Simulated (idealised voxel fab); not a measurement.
A process module follows: voxel plated lines.
Cross-section cut spans 300 nm and uses square cells 5 nm in size.
How to read a cross-section here: the picture is a grid of square cells, written as bands going from the top down, and any band can span one or more rows of cells. Top height, bottom height, nm. Materials left to right, width each, nm. Single material + "throughout" = fills band edge to edge. "blank" = empty. Basically, 0 is our baseline, since under it the wafer straight out of the box is all one material. The bottom band has no lower end and keeps on going down, so it looks like "z 0 and below". A width given as "30->40" starts at the first number in the band's top row and ends at the second number in its bottom row, shifting by an equal amount at every step from row to row. For the purposes of this document, the phrase "everything unchanged" attached to a step denotes that no cell within the cross-section was modified by that step. Each empty space that has no open way to the top and spans at least 8 cells appears under "Closed void listing" as width x height at distance, the distance counted from the left edge, all in nm. Text after the settings on a step's line: the simulator's own remark on that step. Among the settings permitted on a step's line is "overlay nm"; applied to a step with a mask, it specifies the extent to which the mask lay to the right of its planned position, whereas a negative figure signifies a position to the left.
Planned process steps:
- 1: RECEIVE with material Si
- 2: CONFORMAL_DEP with material Al2O3, thk nm 10
- 3: DIRECTIONAL_DEP with material TiN, thk nm 5
- 4: PATTERN with tone open, mask id LINES, material resist, width nm 15, pitch nm 45, thk nm 35, overlay nm 0
- 5: EPI with material Ru, thk nm 10
- 6: EPI with material Ru, thk nm 10
- 7: EPI with material Ru, thk nm 10
- 8: STRIP with etch materials resist
- 9: DIRECTIONAL_ETCH with etch materials TiN, depth nm 5
- 10: CONFORMAL_DEP with material SiN, thk nm 5
This is the cross-section of the wafer as we received it, i.e. after step 1:
  z 0 and below  Si throughout
  Closed void listing: none
Here's the cross-section of the first of our two wafers at the end of the module - it ran as planned:
  z 50 to 45  blank: 90, SiN: 25, blank: 20, SiN: 25, blank: 20, SiN: 25, blank: 95
  z 45 to 15  blank: 90, SiN: 5, Ru: 15, SiN: 5, blank: 20, SiN: 5, Ru: 15, SiN: 5, blank: 20, SiN: 5, Ru: 15, SiN: 5, blank: 95
  z 15 to 10  SiN: 95, TiN: 15, SiN: 30, TiN: 15, SiN: 30, TiN: 15, SiN: 100
  z 10 to 0  Al2O3 throughout
  z 0 and below  Si throughout
  Closed void listing: none
This cross-section belongs to the second wafer of two at the end of the module; the start and the plan were shared with the first, and the run included one mistake:
  z 50 to 45  SiN: 100, blank: 5, SiN: 40, blank: 5, SiN: 40, blank: 5, SiN: 105
  z 45 to 15  Ru: 95, SiN: 5, blank: 5, SiN: 5, Ru: 30, SiN: 5, blank: 5, SiN: 5, Ru: 30, SiN: 5, blank: 5, SiN: 5, Ru: 100
  z 15 to 10  TiN: 95, SiN: 15, TiN: 30, SiN: 15, TiN: 30, SiN: 15, TiN: 100
  z 10 to 0  Al2O3 throughout
  z 0 and below  Si throughout
  Closed void listing: none
Misprocessing identified: step 4 ran differently from the plan; actual operation with settings: PATTERN with tone cover, mask id LINES, material resist, width nm 15, pitch nm 45, thk nm 35, overlay nm 0
The closing comparison, in cells, has the second wafer with more or fewer of some materials than the first: +252 Ru | +42 TiN
